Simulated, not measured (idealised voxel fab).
Process module heading - voxel trench capacitor
The figure presents cross-section cut, which has a width of 245 nm and is divided into square cells with an edge length of 5 nm.
Cross-section layout: square cells on a grid; listed as bands, top to bottom; a band spans one or more cell rows. Quick guide to a band line: top height, bottom height (nm) up front; then every material left to right with its width in nm. Only one material and it's marked "everywhere"? Then it fills the band edge to edge. And "empty" just means empty space. Heights from 0 (as-received wafer is one material below). Bottom band endless downward, as "0 nm and below". Think of "30->40" as a width that walks from the first number to the second as you go down the band, top row to bottom row, taking equal-sized steps from row to row. When a step is marked "nothing different", none of the cells in the cross-section changed during that step. Look at "Voids, enclosed" for the closed voids: empty spaces with no open path to the top, sized 8 cells or up. Each is width x height at distance, distance from the left edge, all nm. Step line, after settings: the simulator's comment on this step. overlay nm: step with mask; distance mask lay right of planned place; negative value = left of planned place.
## plan
step 1: op RECEIVE | material Si
step 2: op CONFORMAL_DEP | material SiN | thk nm 10
step 3: op DIRECTIONAL_DEP | material aC | thk nm 15
step 4: op PATTERN | tone open | mask id TRENCH | material resist | width nm 20 | pitch nm 40 | thk nm 35 | overlay nm 0
step 5: op DIRECTIONAL_ETCH | etch materials aC | depth nm 15
step 6: op STRIP | etch materials resist
step 7: op DIRECTIONAL_ETCH | etch materials SiN | depth nm 10
step 8: op DIRECTIONAL_ETCH | etch materials Si | depth nm 30
step 9: op STRIP | etch materials aC
step 10: op CONFORMAL_DEP | material Al2O3 | thk nm 5
step 11: op FILL_DEP | material polySi | thk nm 10
step 12: op CMP | height nm 10
## Cross-sectional view of the wafer in its as-received condition, corresponding to the state after step 1
* 0 nm and below  Si everywhere
* Voids, enclosed: none
## Module complete, cross-section. Starting point and plan per above. One mistake made in running the module
* 10 nm to 0 nm  SiN=90, then Al2O3=5, then polySi=10, then Al2O3=5, then SiN=20, then Al2O3=5, then polySi=10, then Al2O3=5, then SiN=95
* 0 nm to -20 nm  Si=90, then Al2O3=5, then polySi=10, then Al2O3=5, then Si=20, then Al2O3=5, then polySi=10, then Al2O3=5, then Si=95
* -20 nm to -25 nm  Si=90, then Al2O3=20, then Si=20, then Al2O3=20, then Si=95
* -25 nm and below  Si everywhere
* Voids, enclosed: none
What was done differently from what was planned? not per plan at step 8, really ran op DIRECTIONAL_ETCH | etch materials Si | depth nm 25
